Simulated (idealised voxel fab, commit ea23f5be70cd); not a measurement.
Process module name: voxel transistor to metal
It is cross-section cut that appears here, measuring 180 nm in width, its square cells being 5 nm in size.
Cross-sections here: square-cell grids, written as top-down lists of bands, a band being one or more rows of cells. Look at the band entry: it leads with the top's height and the bottom's height in nm. Then it lists the materials left to right, with a width in nm for each. The word "throughout" on a single material says that material fills the band edge to edge. The word "empty" is empty space. Counting heights begins at 0, where everything beneath is, in the wafer as received, one material. The lowest band has no bottom; it goes on downwards, as "0 nm and below" shows. You'd read "30->40" like this: the band's top row of cells is as wide as the first number, its bottom row is as wide as the second, and going down, every row changes width by the same amount as the row before did. When a step is marked "all unchanged", none of the cells in the cross-section changed during that step. Entry "Closed void register". Content: empty spaces with no open connection to the top, size 8 cells or greater. Each: width x height at distance. Distance: from left edge. Unit: nm. Read whatever lies past the settings on a step's line as the simulator's own remark about the step. "overlay nm" denotes, for a step that has a mask, the displacement of the mask to the right of its planned place, with negative values corresponding to the left. Pairs from here to the end. Each: cross-section before one process step, cross-section after it, the latter only as far down as the lowest band that changed. Under each: the step between, and its settings. Mind that the pairs may be taken from different runs of this module on the same starting wafer; whether a pair continues from the pair above depends on its entry headed "Geometry before processing", and it does only where that entry says so.
# Geometry before processing
- 85 nm to 80 nm | Cu throughout
- 80 nm to 75 nm | 50 of TiN, then 5 of Cu, then 70 of TiN, then 5 of Cu, then 50 of TiN
- 75 nm to 55 nm | 45 of SiO2, then 5 of TiN, then 5 of Cu, then 5 of TiN, then 60 of SiO2, then 5 of TiN, then 5 of Cu, then 5 of TiN, then 45 of SiO2
- 55 nm to 50 nm | 45 of SiCN, then 15 of TiN, then 60 of SiCN, then 15 of TiN, then 45 of SiCN
- 50 nm to 40 nm | 45 of SiO2, then 5 of TiN, then 20 of Ru, then 5 of TiN, then 30 of SiO2, then 5 of TiN, then 20 of Ru, then 5 of TiN, then 45 of SiO2
- 40 nm to 30 nm | 45 of SiO2, then 5 of TiN, then 20 of Ru, then 5 of TiN, then 5 of SiN, then 20 of SiCN, then 5 of SiN, then 5 of TiN, then 20 of Ru, then 5 of TiN, then 45 of SiO2
- 30 nm to 5 nm | 45 of SiO2, then 5 of TiN, then 20 of Ru, then 5 of TiN, then 5 of SiN, then 20 of polySi, then 5 of SiN, then 5 of TiN, then 20 of Ru, then 5 of TiN, then 45 of SiO2
- 5 nm to 0 nm | 45 of SiO2, then 5 of TiN, then 15 of Ru, then 10 of TiN, then 5 of SiN, then 20 of polySi, then 5 of SiN, then 10 of TiN, then 15 of Ru, then 5 of TiN, then 45 of SiO2
- 0 nm to -5 nm | 45 of SiO2, then 25 of TiN, then 5 of pSi, then 30 of SiO2, then 5 of pSi, then 25 of TiN, then 45 of SiO2
- -5 nm to -10 nm | 40 of SiO2, then 35 of pSi, then 30 of Si, then 35 of pSi, then 40 of SiO2
- -10 nm to -45 nm | 40 of SiO2, then 100 of Si, then 40 of SiO2
- -45 nm and below | Si throughout
- Closed void register: none
# Sectional View, Post-Process
- 75 nm to 55 nm | 45 of SiO2, then 5 of TiN, then 5 of Cu, then 5 of TiN, then 60 of SiO2, then 5 of TiN, then 5 of Cu, then 5 of TiN, then 45 of SiO2
- Note: structure below 55 unchanged.
- Closed void register: none
the step between: CMP,height nm 75
Geometry before processing: taken from the pair above, after panel.
# Sectional View, Post-Process
- 80 nm to 75 nm | SiCN throughout
- Note: structure below 75 unchanged.
- Closed void register: none
the step between: CONFORMAL_DEP,material SiCN,thk nm 5
Geometry before processing: taken from the pair above, after panel.
# Sectional View, Post-Process
- 115 nm to 80 nm | SiO2 throughout
- Note: structure below 80 unchanged.
- Closed void register: none
the step between: DIRECTIONAL_DEP,material SiO2,thk nm 35
Geometry before processing: taken from the pair above, after panel.
# Sectional View, Post-Process
- 130 nm to 115 nm | 45 of resist, then 15 of empty, then 60 of resist, then 15 of empty, then 45 of resist
- Note: structure below 115 unchanged.
- Closed void register: none
the step between: PATTERN,tone open,mask id METAL_2,material resist,width nm 15,pitch nm 75,thk nm 15,overlay nm 0
Geometry before processing: taken from the pair above, after panel.
# Sectional View, Post-Process
- 130 nm to 115 nm | 45 of resist, then 15 of empty, then 60 of resist, then 15 of empty, then 45 of resist
- 115 nm to 95 nm | 45 of SiO2, then 15 of empty, then 60 of SiO2, then 15 of empty, then 45 of SiO2
- Note: structure below 95 unchanged.
- Closed void register: none
the step between: DIRECTIONAL_ETCH,etch materials SiO2,depth nm 20
Geometry before processing: taken from the pair above, after panel.
# Sectional View, Post-Process
- 115 nm to 95 nm | 45 of SiO2, then 15 of empty, then 60 of SiO2, then 15 of empty, then 45 of SiO2
- Note: structure below 95 unchanged.
- Closed void register: none
the step between: STRIP,etch materials resist
Geometry before processing: taken from the pair above, after panel.
# Sectional View, Post-Process
- 130 nm to 115 nm | 45 of aC, then 15 of empty, then 60 of aC, then 15 of empty, then 45 of aC
- 115 nm to 110 nm | 45 of SiO2, then 15 of empty, then 60 of SiO2, then 15 of empty, then 45 of SiO2
- 110 nm to 95 nm | 45 of SiO2, then 15 of aC, then 60 of SiO2, then 15 of aC, then 45 of SiO2
- Note: structure below 95 unchanged.
- Closed void register: none
the step between: DIRECTIONAL_DEP,material aC,thk nm 15
Geometry before processing: taken from the pair above, after panel.
# Sectional View, Post-Process
- 160 nm to 130 nm | 45 of resist, then 15 of empty, then 60 of resist, then 15 of empty, then 45 of resist
- Note: structure below 130 unchanged.
- Closed void register: none
the step between: PATTERN,tone open,mask id METAL_2_HOLES,material resist,width nm 15,pitch nm 75,thk nm 30,overlay nm 0
Geometry before processing: taken from the pair above, after panel.
# Sectional View, Post-Process
- 145 nm to 130 nm | 45 of resist, then 15 of empty, then 60 of resist, then 15 of empty, then 45 of resist
- 130 nm to 115 nm | 45 of aC, then 15 of empty, then 60 of aC, then 15 of empty, then 45 of aC
- 115 nm to 95 nm | 45 of SiO2, then 15 of empty, then 60 of SiO2, then 15 of empty, then 45 of SiO2
- Note: structure below 95 unchanged.
- Closed void register: none
the step between: DIRECTIONAL_ETCH,etch materials aC,depth nm 15
Geometry before processing: taken from the pair above, after panel.
# Sectional View, Post-Process
- 130 nm to 115 nm | 45 of aC, then 15 of empty, then 60 of aC, then 15 of empty, then 45 of aC
- Note: structure below 115 unchanged.
- Closed void register: none
the step between: STRIP,etch materials resist
Geometry before processing: taken from the pair above, after panel.
# Sectional View, Post-Process
- 130 nm to 115 nm | 45 of aC, then 15 of empty, then 60 of aC, then 15 of empty, then 45 of aC
- 115 nm to 80 nm | 45 of SiO2, then 15 of empty, then 60 of SiO2, then 15 of empty, then 45 of SiO2
- Note: structure below 80 unchanged.
- Closed void register: none
the step between: DIRECTIONAL_ETCH,etch materials SiO2,depth nm 15
Geometry before processing: taken from the pair above, after panel.
# Sectional View, Post-Process
- 130 nm to 115 nm | 45 of aC, then 15 of empty, then 60 of aC, then 15 of empty, then 45 of aC
- 115 nm to 80 nm | 45 of SiO2, then 15 of empty, then 60 of SiO2, then 15 of empty, then 45 of SiO2
- 80 nm to 75 nm | 45 of SiCN, then 15 of empty, then 60 of SiCN, then 15 of empty, then 45 of SiCN
- Note: structure below 75 unchanged.
- Closed void register: none
the step between: DIRECTIONAL_ETCH,etch materials SiCN,depth nm 5
Geometry before processing: taken from the pair above, after panel.
# Sectional View, Post-Process
- 115 nm to 80 nm | 45 of SiO2, then 15 of empty, then 60 of SiO2, then 15 of empty, then 45 of SiO2
- Note: structure below 80 unchanged.
- Closed void register: none
the step between: STRIP,etch materials aC
Geometry before processing: taken from the pair above, after panel.
# Sectional View, Post-Process
- 120 nm to 115 nm | 50 of TiN, then 5 of empty, then 70 of TiN, then 5 of empty, then 50 of TiN
- 115 nm to 80 nm | 45 of SiO2, then 5 of TiN, then 5 of empty, then 5 of TiN, then 60 of SiO2, then 5 of TiN, then 5 of empty, then 5 of TiN, then 45 of SiO2
- 80 nm to 75 nm | 45 of SiCN, then 15 of TiN, then 60 of SiCN, then 15 of TiN, then 45 of SiCN
- Note: structure below 75 unchanged.
- Closed void register: none
the step between: CONFORMAL_DEP,material TiN,thk nm 5
Geometry before processing: taken from the pair above, after panel.
# Sectional View, Post-Process
- 125 nm to 120 nm | Ru throughout
- 120 nm to 115 nm | 50 of TiN, then 5 of Ru, then 70 of TiN, then 5 of Ru, then 50 of TiN
- 115 nm to 80 nm | 45 of SiO2, then 5 of TiN, then 5 of Ru, then 5 of TiN, then 60 of SiO2, then 5 of TiN, then 5 of Ru, then 5 of TiN, then 45 of SiO2
- Note: structure below 80 unchanged.
- Closed void register: none
the step between: FILL_DEP,material Ru,thk nm 5
Geometry before processing: taken from the pair above, after panel.
# Sectional View, Post-Process
- 115 nm to 80 nm | 45 of SiO2, then 5 of TiN, then 5 of Ru, then 5 of TiN, then 60 of SiO2, then 5 of TiN, then 5 of Ru, then 5 of TiN, then 45 of SiO2
- Note: structure below 80 unchanged.
- Closed void register: none
the step between: CMP,height nm 115
Geometry before processing: taken from the pair above, after panel.
# Sectional View, Post-Process
- 120 nm to 115 nm | SiN throughout
- Note: structure below 115 unchanged.
- Closed void register: none
the step between: CONFORMAL_DEP,material SiN,thk nm 5
# Geometry before processing
- 40 nm to 30 nm | 75 of SiO2, then 5 of SiN, then 20 of SiCN, then 5 of SiN, then 75 of SiO2
- 30 nm to 0 nm | 75 of SiO2, then 5 of SiN, then 20 of polySi, then 5 of SiN, then 75 of SiO2
- 0 nm to -5 nm | 70 of SiO2, then 5 of pSi, then 30 of SiO2, then 5 of pSi, then 70 of SiO2
- -5 nm to -10 nm | 40 of SiO2, then 35 of pSi, then 30 of Si, then 35 of pSi, then 40 of SiO2
- -10 nm to -25 nm | 40 of SiO2, then 100 of Si, then 40 of SiO2
- -25 nm and below | Si throughout
- Closed void register: none
# Sectional View, Post-Process
- 40 nm to 30 nm | 45 of SiO2, then 30 of empty, then 5 of SiN, then 20 of SiCN, then 5 of SiN, then 30 of empty, then 45 of SiO2
- 30 nm to 0 nm | 45 of SiO2, then 30 of empty, then 5 of SiN, then 20 of polySi, then 5 of SiN, then 30 of empty, then 45 of SiO2
- 0 nm to -5 nm | 45 of SiO2, then 25 of empty, then 5 of pSi, then 30 of SiO2, then 5 of pSi, then 25 of empty, then 45 of SiO2
- Note: structure below -5 unchanged.
- Closed void register: none
the step between: MASKED_ETCH,tone open,mask id CONTACT,width nm 30,pitch nm 60,etch materials SiO2,depth nm 55,overlay nm 0
Geometry before processing: taken from the pair above, after panel.
# Sectional View, Post-Process
- 50 nm to 40 nm | 45 of SiO2, then 30 of empty, then 30 of SiO2, then 30 of empty, then 45 of SiO2
- 40 nm to 30 nm | 45 of SiO2, then 30 of empty, then 5 of SiN, then 20 of SiCN, then 5 of SiN, then 30 of empty, then 45 of SiO2
- 30 nm to 10 nm | 45 of SiO2, then 30 of empty, then 5 of SiN, then 20 of polySi, then 5 of SiN, then 30 of empty, then 45 of SiO2
- 10 nm to 5 nm | 45 of SiO2, then 25 of empty, then 5 of SiO2, then 5 of SiN, then 20 of polySi, then 5 of SiN, then 5 of SiO2, then 25 of empty, then 45 of SiO2
- 5 nm to 0 nm | 75 of SiO2, then 5 of SiN, then 20 of polySi, then 5 of SiN, then 75 of SiO2
- 0 nm to -5 nm | 70 of SiO2, then 5 of pSi, then 30 of SiO2, then 5 of pSi, then 70 of SiO2
- Note: structure below -5 unchanged.
- Closed void register: none
the step between: DIRECTIONAL_DEP,material SiO2,thk nm 10
Geometry before processing: taken from the pair above, after panel.
# Sectional View, Post-Process
- 55 nm to 50 nm | 50 of TiN, then 20 of empty, then 40 of TiN, then 20 of empty, then 50 of TiN
- 50 nm to 40 nm | 45 of SiO2, then 5 of TiN, then 20 of empty, then 5 of TiN, then 30 of SiO2, then 5 of TiN, then 20 of empty, then 5 of TiN, then 45 of SiO2
- 40 nm to 30 nm | 45 of SiO2, then 5 of TiN, then 20 of empty, then 5 of TiN, then 5 of SiN, then 20 of SiCN, then 5 of SiN, then 5 of TiN, then 20 of empty, then 5 of TiN, then 45 of SiO2
- 30 nm to 15 nm | 45 of SiO2, then 5 of TiN, then 20 of empty, then 5 of TiN, then 5 of SiN, then 20 of polySi, then 5 of SiN, then 5 of TiN, then 20 of empty, then 5 of TiN, then 45 of SiO2
- 15 nm to 10 nm | 45 of SiO2, then 5 of TiN, then 15 of empty, then 10 of TiN, then 5 of SiN, then 20 of polySi, then 5 of SiN, then 10 of TiN, then 15 of empty, then 5 of TiN, then 45 of SiO2
- 10 nm to 5 nm | 45 of SiO2, then 25 of TiN, then 5 of SiO2, then 5 of SiN, then 20 of polySi, then 5 of SiN, then 5 of SiO2, then 25 of TiN, then 45 of SiO2
- Note: structure below 5 unchanged.
- Closed void register: none
the step between: CONFORMAL_DEP,material TiN,thk nm 5
Geometry before processing: taken from the pair above, after panel.
# Sectional View, Post-Process
- 60 nm to 55 nm | Ru throughout
- 55 nm to 50 nm | 50 of TiN, then 20 of Ru, then 40 of TiN, then 20 of Ru, then 50 of TiN
- 50 nm to 40 nm | 45 of SiO2, then 5 of TiN, then 20 of Ru, then 5 of TiN, then 30 of SiO2, then 5 of TiN, then 20 of Ru, then 5 of TiN, then 45 of SiO2
- 40 nm to 30 nm | 45 of SiO2, then 5 of TiN, then 20 of Ru, then 5 of TiN, then 5 of SiN, then 20 of SiCN, then 5 of SiN, then 5 of TiN, then 20 of Ru, then 5 of TiN, then 45 of SiO2
- 30 nm to 15 nm | 45 of SiO2, then 5 of TiN, then 20 of Ru, then 5 of TiN, then 5 of SiN, then 20 of polySi, then 5 of SiN, then 5 of TiN, then 20 of Ru, then 5 of TiN, then 45 of SiO2
- 15 nm to 10 nm | 45 of SiO2, then 5 of TiN, then 15 of Ru, then 10 of TiN, then 5 of SiN, then 20 of polySi, then 5 of SiN, then 10 of TiN, then 15 of Ru, then 5 of TiN, then 45 of SiO2
- Note: structure below 10 unchanged.
- Closed void register: none
the step between: FILL_DEP,material Ru,thk nm 5
Geometry before processing: taken from the pair above, after panel.
# Sectional View, Post-Process
- 50 nm to 40 nm | 45 of SiO2, then 5 of TiN, then 20 of Ru, then 5 of TiN, then 30 of SiO2, then 5 of TiN, then 20 of Ru, then 5 of TiN, then 45 of SiO2
- Note: structure below 40 unchanged.
- Closed void register: none
the step between: CMP,height nm 50
Geometry before processing: taken from the pair above, after panel.
# Sectional View, Post-Process
- 55 nm to 50 nm | SiCN throughout
- Note: structure below 50 unchanged.
- Closed void register: none
the step between: CONFORMAL_DEP,material SiCN,thk nm 5
Geometry before processing: taken from the pair above, after panel.
# Sectional View, Post-Process
- 75 nm to 55 nm | SiO2 throughout
- Note: structure below 55 unchanged.
- Closed void register: none
the step between: DIRECTIONAL_DEP,material SiO2,thk nm 20
Geometry before processing: taken from the pair above, after panel.
# Sectional View, Post-Process
- 90 nm to 75 nm | 45 of resist, then 15 of empty, then 60 of resist, then 15 of empty, then 45 of resist
- Note: structure below 75 unchanged.
- Closed void register: none
the step between: PATTERN,tone open,mask id METAL_1,material resist,width nm 15,pitch nm 75,thk nm 15,overlay nm 0
Geometry before processing: taken from the pair above, after panel.
# Sectional View, Post-Process
- 90 nm to 75 nm | 45 of resist, then 15 of empty, then 60 of resist, then 15 of empty, then 45 of resist
- 75 nm to 55 nm | 45 of SiO2, then 15 of empty, then 60 of SiO2, then 15 of empty, then 45 of SiO2
- Note: structure below 55 unchanged.
- Closed void register: none
the step between: DIRECTIONAL_ETCH,etch materials SiO2,depth nm 20
Geometry before processing: taken from the pair above, after panel.
# Sectional View, Post-Process
- 90 nm to 75 nm | 45 of resist, then 15 of empty, then 60 of resist, then 15 of empty, then 45 of resist
- 75 nm to 55 nm | 45 of SiO2, then 15 of empty, then 60 of SiO2, then 15 of empty, then 45 of SiO2
- 55 nm to 50 nm | 45 of SiCN, then 15 of empty, then 60 of SiCN, then 15 of empty, then 45 of SiCN
- Note: structure below 50 unchanged.
- Closed void register: none
the step between: DIRECTIONAL_ETCH,etch materials SiCN,depth nm 5
Geometry before processing: taken from the pair above, after panel.
# Sectional View, Post-Process
- 75 nm to 55 nm | 45 of SiO2, then 15 of empty, then 60 of SiO2, then 15 of empty, then 45 of SiO2
- Note: structure below 55 unchanged.
- Closed void register: none
the step between: STRIP,etch materials resist
Geometry before processing: taken from the pair above, after panel.
# Sectional View, Post-Process
- 80 nm to 75 nm | 50 of TiN, then 5 of empty, then 70 of TiN, then 5 of empty, then 50 of TiN
- 75 nm to 55 nm | 45 of SiO2, then 5 of TiN, then 5 of empty, then 5 of TiN, then 60 of SiO2, then 5 of TiN, then 5 of empty, then 5 of TiN, then 45 of SiO2
- 55 nm to 50 nm | 45 of SiCN, then 15 of TiN, then 60 of SiCN, then 15 of TiN, then 45 of SiCN
- Note: structure below 50 unchanged.
- Closed void register: none
the step between: CONFORMAL_DEP,material TiN,thk nm 5
Geometry before processing: taken from the pair above, after panel.
# Sectional View, Post-Process
- 85 nm to 80 nm | Cu throughout
- 80 nm to 75 nm | 50 of TiN, then 5 of Cu, then 70 of TiN, then 5 of Cu, then 50 of TiN
- 75 nm to 55 nm | 45 of SiO2, then 5 of TiN, then 5 of Cu, then 5 of TiN, then 60 of SiO2, then 5 of TiN, then 5 of Cu, then 5 of TiN, then 45 of SiO2
- Note: structure below 55 unchanged.
- Closed void register: none
the step between: FILL_DEP,material Cu,thk nm 5
Geometry before processing: taken from the pair above, after panel.
# Sectional View, Post-Process
- 75 nm to 55 nm | 45 of SiO2, then 5 of TiN, then 5 of Cu, then 5 of TiN, then 60 of SiO2, then 5 of TiN, then 5 of Cu, then 5 of TiN, then 45 of SiO2
- Note: structure below 55 unchanged.
- Closed void register: none
the step between: CMP,height nm 75
Geometry before processing: taken from the pair above, after panel.
# Sectional View, Post-Process
- 80 nm to 75 nm | SiCN throughout
- Note: structure below 75 unchanged.
- Closed void register: none
the step between: CONFORMAL_DEP,material SiCN,thk nm 5
Geometry before processing: taken from the pair above, after panel.
# Sectional View, Post-Process
- 115 nm to 80 nm | SiO2 throughout
- Note: structure below 80 unchanged.
- Closed void register: none
the step between: DIRECTIONAL_DEP,material SiO2,thk nm 35
Geometry before processing: taken from the pair above, after panel.
# Sectional View, Post-Process
- 130 nm to 115 nm | 45 of resist, then 15 of empty, then 60 of resist, then 15 of empty, then 45 of resist
- Note: structure below 115 unchanged.
- Closed void register: none
the step between: PATTERN,tone open,mask id METAL_2,material resist,width nm 15,pitch nm 75,thk nm 15,overlay nm 0
Geometry before processing: taken from the pair above, after panel.
# Sectional View, Post-Process
- 130 nm to 115 nm | 45 of resist, then 15 of empty, then 60 of resist, then 15 of empty, then 45 of resist
- 115 nm to 95 nm | 45 of SiO2, then 15 of empty, then 60 of SiO2, then 15 of empty, then 45 of SiO2
- Note: structure below 95 unchanged.
- Closed void register: none
the step between: DIRECTIONAL_ETCH,etch materials SiO2,depth nm 20
Geometry before processing: taken from the pair above, after panel.
# Sectional View, Post-Process
- 115 nm to 95 nm | 45 of SiO2, then 15 of empty, then 60 of SiO2, then 15 of empty, then 45 of SiO2
- Note: structure below 95 unchanged.
- Closed void register: none
the step between: STRIP,etch materials resist
Geometry before processing: taken from the pair above, after panel.
# Sectional View, Post-Process
- 130 nm to 115 nm | 45 of aC, then 15 of empty, then 60 of aC, then 15 of empty, then 45 of aC
- 115 nm to 110 nm | 45 of SiO2, then 15 of empty, then 60 of SiO2, then 15 of empty, then 45 of SiO2
- 110 nm to 95 nm | 45 of SiO2, then 15 of aC, then 60 of SiO2, then 15 of aC, then 45 of SiO2
- Note: structure below 95 unchanged.
- Closed void register: none
the step between: DIRECTIONAL_DEP,material aC,thk nm 15
Geometry before processing: taken from the pair above, after panel.
# Sectional View, Post-Process
- 160 nm to 130 nm | 45 of resist, then 15 of empty, then 60 of resist, then 15 of empty, then 45 of resist
- Note: structure below 130 unchanged.
- Closed void register: none
the step between: PATTERN,tone open,mask id METAL_2_HOLES,material resist,width nm 15,pitch nm 75,thk nm 30,overlay nm 0
Geometry before processing: taken from the pair above, after panel.
# Sectional View, Post-Process
- 145 nm to 130 nm | 45 of resist, then 15 of empty, then 60 of resist, then 15 of empty, then 45 of resist
- 130 nm to 115 nm | 45 of aC, then 15 of empty, then 60 of aC, then 15 of empty, then 45 of aC
- 115 nm to 95 nm | 45 of SiO2, then 15 of empty, then 60 of SiO2, then 15 of empty, then 45 of SiO2
- Note: structure below 95 unchanged.
- Closed void register: none
the step between: DIRECTIONAL_ETCH,etch materials aC,depth nm 15
Geometry before processing: taken from the pair above, after panel.
# Sectional View, Post-Process
- 130 nm to 115 nm | 45 of aC, then 15 of empty, then 60 of aC, then 15 of empty, then 45 of aC
- Note: structure below 115 unchanged.
- Closed void register: none
the step between: STRIP,etch materials resist
Geometry before processing: taken from the pair above, after panel.
# Sectional View, Post-Process
- 130 nm to 115 nm | 45 of aC, then 15 of empty, then 60 of aC, then 15 of empty, then 45 of aC
- 115 nm to 80 nm | 45 of SiO2, then 15 of empty, then 60 of SiO2, then 15 of empty, then 45 of SiO2
- Note: structure below 80 unchanged.
- Closed void register: none
the step between: DIRECTIONAL_ETCH,etch materials SiO2,depth nm 15
Geometry before processing: taken from the pair above, after panel.
# Sectional View, Post-Process
- 130 nm to 115 nm | 45 of aC, then 15 of empty, then 60 of aC, then 15 of empty, then 45 of aC
- 115 nm to 80 nm | 45 of SiO2, then 15 of empty, then 60 of SiO2, then 15 of empty, then 45 of SiO2
- 80 nm to 75 nm | 45 of SiCN, then 15 of empty, then 60 of SiCN, then 15 of empty, then 45 of SiCN
- Note: structure below 75 unchanged.
- Closed void register: none
the step between: DIRECTIONAL_ETCH,etch materials SiCN,depth nm 5
Geometry before processing: taken from the pair above, after panel.
# Sectional View, Post-Process
- 115 nm to 80 nm | 45 of SiO2, then 15 of empty, then 60 of SiO2, then 15 of empty, then 45 of SiO2
- Note: structure below 80 unchanged.
- Closed void register: none
the step between: STRIP,etch materials aC
Geometry before processing: taken from the pair above, after panel.
# Sectional View, Post-Process
- 120 nm to 115 nm | 50 of TiN, then 5 of empty, then 70 of TiN, then 5 of empty, then 50 of TiN
- 115 nm to 80 nm | 45 of SiO2, then 5 of TiN, then 5 of empty, then 5 of TiN, then 60 of SiO2, then 5 of TiN, then 5 of empty, then 5 of TiN, then 45 of SiO2
- 80 nm to 75 nm | 45 of SiCN, then 15 of TiN, then 60 of SiCN, then 15 of TiN, then 45 of SiCN
- Note: structure below 75 unchanged.
- Closed void register: none
the step between: CONFORMAL_DEP,material TiN,thk nm 5
Geometry before processing: taken from the pair above, after panel.
# Sectional View, Post-Process
- 125 nm to 120 nm | Ru throughout
- 120 nm to 115 nm | 50 of TiN, then 5 of Ru, then 70 of TiN, then 5 of Ru, then 50 of TiN
- 115 nm to 80 nm | 45 of SiO2, then 5 of TiN, then 5 of Ru, then 5 of TiN, then 60 of SiO2, then 5 of TiN, then 5 of Ru, then 5 of TiN, then 45 of SiO2
- Note: structure below 80 unchanged.
- Closed void register: none
the step between: FILL_DEP,material Ru,thk nm 5
Geometry before processing: taken from the pair above, after panel.
# Sectional View, Post-Process
- 115 nm to 80 nm | 45 of SiO2, then 5 of TiN, then 5 of Ru, then 5 of TiN, then 60 of SiO2, then 5 of TiN, then 5 of Ru, then 5 of TiN, then 45 of SiO2
- Note: structure below 80 unchanged.
- Closed void register: none
the step between: CMP,height nm 115
Geometry before processing: taken from the pair above, after panel.
# Sectional View, Post-Process
- 120 nm to 115 nm | SiN throughout
- Note: structure below 115 unchanged.
- Closed void register: none
the step between: CONFORMAL_DEP,material SiN,thk nm 5
# Geometry before processing
- 50 nm to 40 nm | 45 of SiO2, then 5 of TiN, then 20 of Ru, then 5 of TiN, then 30 of SiO2, then 5 of TiN, then 20 of Ru, then 5 of TiN, then 45 of SiO2
- 40 nm to 30 nm | 45 of SiO2, then 5 of TiN, then 20 of Ru, then 5 of TiN, then 5 of SiN, then 20 of SiCN, then 5 of SiN, then 5 of TiN, then 20 of Ru, then 5 of TiN, then 45 of SiO2
- 30 nm to 5 nm | 45 of SiO2, then 5 of TiN, then 20 of Ru, then 5 of TiN, then 5 of SiN, then 20 of polySi, then 5 of SiN, then 5 of TiN, then 20 of Ru, then 5 of TiN, then 45 of SiO2
- 5 nm to 0 nm | 45 of SiO2, then 5 of TiN, then 15 of Ru, then 10 of TiN, then 5 of SiN, then 20 of polySi, then 5 of SiN, then 10 of TiN, then 15 of Ru, then 5 of TiN, then 45 of SiO2
- 0 nm to -5 nm | 45 of SiO2, then 25 of TiN, then 5 of pSi, then 30 of SiO2, then 5 of pSi, then 25 of TiN, then 45 of SiO2
- -5 nm to -10 nm | 40 of SiO2, then 35 of pSi, then 30 of Si, then 35 of pSi, then 40 of SiO2
- -10 nm to -25 nm | 40 of SiO2, then 100 of Si, then 40 of SiO2
- -25 nm and below | Si throughout
- Closed void register: none
# Sectional View, Post-Process
- 65 nm to 50 nm | SiCN throughout
- Note: structure below 50 unchanged.
- Closed void register: none
the step between: CONFORMAL_DEP,material SiCN,thk nm 15
Geometry before processing: taken from the pair above, after panel.
# Sectional View, Post-Process
- 85 nm to 65 nm | SiO2 throughout
- Note: structure below 65 unchanged.
- Closed void register: none
the step between: DIRECTIONAL_DEP,material SiO2,thk nm 20
Geometry before processing: taken from the pair above, after panel.
# Sectional View, Post-Process
- 100 nm to 85 nm | 45 of resist, then 15 of empty, then 60 of resist, then 15 of empty, then 45 of resist
- Note: structure below 85 unchanged.
- Closed void register: none
the step between: PATTERN,tone open,mask id METAL_1,material resist,width nm 15,pitch nm 75,thk nm 15,overlay nm 0
Geometry before processing: taken from the pair above, after panel.
# Sectional View, Post-Process
- 100 nm to 85 nm | 45 of resist, then 15 of empty, then 60 of resist, then 15 of empty, then 45 of resist
- 85 nm to 65 nm | 45 of SiO2, then 15 of empty, then 60 of SiO2, then 15 of empty, then 45 of SiO2
- Note: structure below 65 unchanged.
- Closed void register: none
the step between: DIRECTIONAL_ETCH,etch materials SiO2,depth nm 20
Geometry before processing: taken from the pair above, after panel.
# Sectional View, Post-Process
- 100 nm to 85 nm | 45 of resist, then 15 of empty, then 60 of resist, then 15 of empty, then 45 of resist
- 85 nm to 65 nm | 45 of SiO2, then 15 of empty, then 60 of SiO2, then 15 of empty, then 45 of SiO2
- 65 nm to 60 nm | 45 of SiCN, then 15 of empty, then 60 of SiCN, then 15 of empty, then 45 of SiCN
- Note: structure below 60 unchanged.
- Closed void register: none
the step between: DIRECTIONAL_ETCH,etch materials SiCN,depth nm 5
Geometry before processing: taken from the pair above, after panel.
# Sectional View, Post-Process
- 85 nm to 65 nm | 45 of SiO2, then 15 of empty, then 60 of SiO2, then 15 of empty, then 45 of SiO2
- Note: structure below 65 unchanged.
- Closed void register: none
the step between: STRIP,etch materials resist
Geometry before processing: taken from the pair above, after panel.
# Sectional View, Post-Process
- 90 nm to 85 nm | 50 of TiN, then 5 of empty, then 70 of TiN, then 5 of empty, then 50 of TiN
- 85 nm to 65 nm | 45 of SiO2, then 5 of TiN, then 5 of empty, then 5 of TiN, then 60 of SiO2, then 5 of TiN, then 5 of empty, then 5 of TiN, then 45 of SiO2
- 65 nm to 60 nm | 45 of SiCN, then 15 of TiN, then 60 of SiCN, then 15 of TiN, then 45 of SiCN
- Note: structure below 60 unchanged.
- Closed void register: none
the step between: CONFORMAL_DEP,material TiN,thk nm 5
Geometry before processing: taken from the pair above, after panel.
# Sectional View, Post-Process
- 95 nm to 90 nm | Cu throughout
- 90 nm to 85 nm | 50 of TiN, then 5 of Cu, then 70 of TiN, then 5 of Cu, then 50 of TiN
- 85 nm to 65 nm | 45 of SiO2, then 5 of TiN, then 5 of Cu, then 5 of TiN, then 60 of SiO2, then 5 of TiN, then 5 of Cu, then 5 of TiN, then 45 of SiO2
- Note: structure below 65 unchanged.
- Closed void register: none
the step between: FILL_DEP,material Cu,thk nm 5
Geometry before processing: taken from the pair above, after panel.
# Sectional View, Post-Process
- 75 nm to 65 nm | 45 of SiO2, then 5 of TiN, then 5 of Cu, then 5 of TiN, then 60 of SiO2, then 5 of TiN, then 5 of Cu, then 5 of TiN, then 45 of SiO2
- Note: structure below 65 unchanged.
- Closed void register: none
the step between: CMP,height nm 75
Geometry before processing: taken from the pair above, after panel.
# Sectional View, Post-Process
- 80 nm to 75 nm | SiCN throughout
- Note: structure below 75 unchanged.
- Closed void register: none
the step between: CONFORMAL_DEP,material SiCN,thk nm 5
Geometry before processing: taken from the pair above, after panel.
# Sectional View, Post-Process
- 115 nm to 80 nm | SiO2 throughout
- Note: structure below 80 unchanged.
- Closed void register: none
the step between: DIRECTIONAL_DEP,material SiO2,thk nm 35
Geometry before processing: taken from the pair above, after panel.
# Sectional View, Post-Process
- 130 nm to 115 nm | 45 of resist, then 15 of empty, then 60 of resist, then 15 of empty, then 45 of resist
- Note: structure below 115 unchanged.
- Closed void register: none
the step between: PATTERN,tone open,mask id METAL_2,material resist,width nm 15,pitch nm 75,thk nm 15,overlay nm 0
Geometry before processing: taken from the pair above, after panel.
# Sectional View, Post-Process
- 130 nm to 115 nm | 45 of resist, then 15 of empty, then 60 of resist, then 15 of empty, then 45 of resist
- 115 nm to 95 nm | 45 of SiO2, then 15 of empty, then 60 of SiO2, then 15 of empty, then 45 of SiO2
- Note: structure below 95 unchanged.
- Closed void register: none
the step between: DIRECTIONAL_ETCH,etch materials SiO2,depth nm 20
Geometry before processing: taken from the pair above, after panel.
# Sectional View, Post-Process
- 115 nm to 95 nm | 45 of SiO2, then 15 of empty, then 60 of SiO2, then 15 of empty, then 45 of SiO2
- Note: structure below 95 unchanged.
- Closed void register: none
the step between: STRIP,etch materials resist
Geometry before processing: taken from the pair above, after panel.
# Sectional View, Post-Process
- 130 nm to 115 nm | 45 of aC, then 15 of empty, then 60 of aC, then 15 of empty, then 45 of aC
- 115 nm to 110 nm | 45 of SiO2, then 15 of empty, then 60 of SiO2, then 15 of empty, then 45 of SiO2
- 110 nm to 95 nm | 45 of SiO2, then 15 of aC, then 60 of SiO2, then 15 of aC, then 45 of SiO2
- Note: structure below 95 unchanged.
- Closed void register: none
the step between: DIRECTIONAL_DEP,material aC,thk nm 15
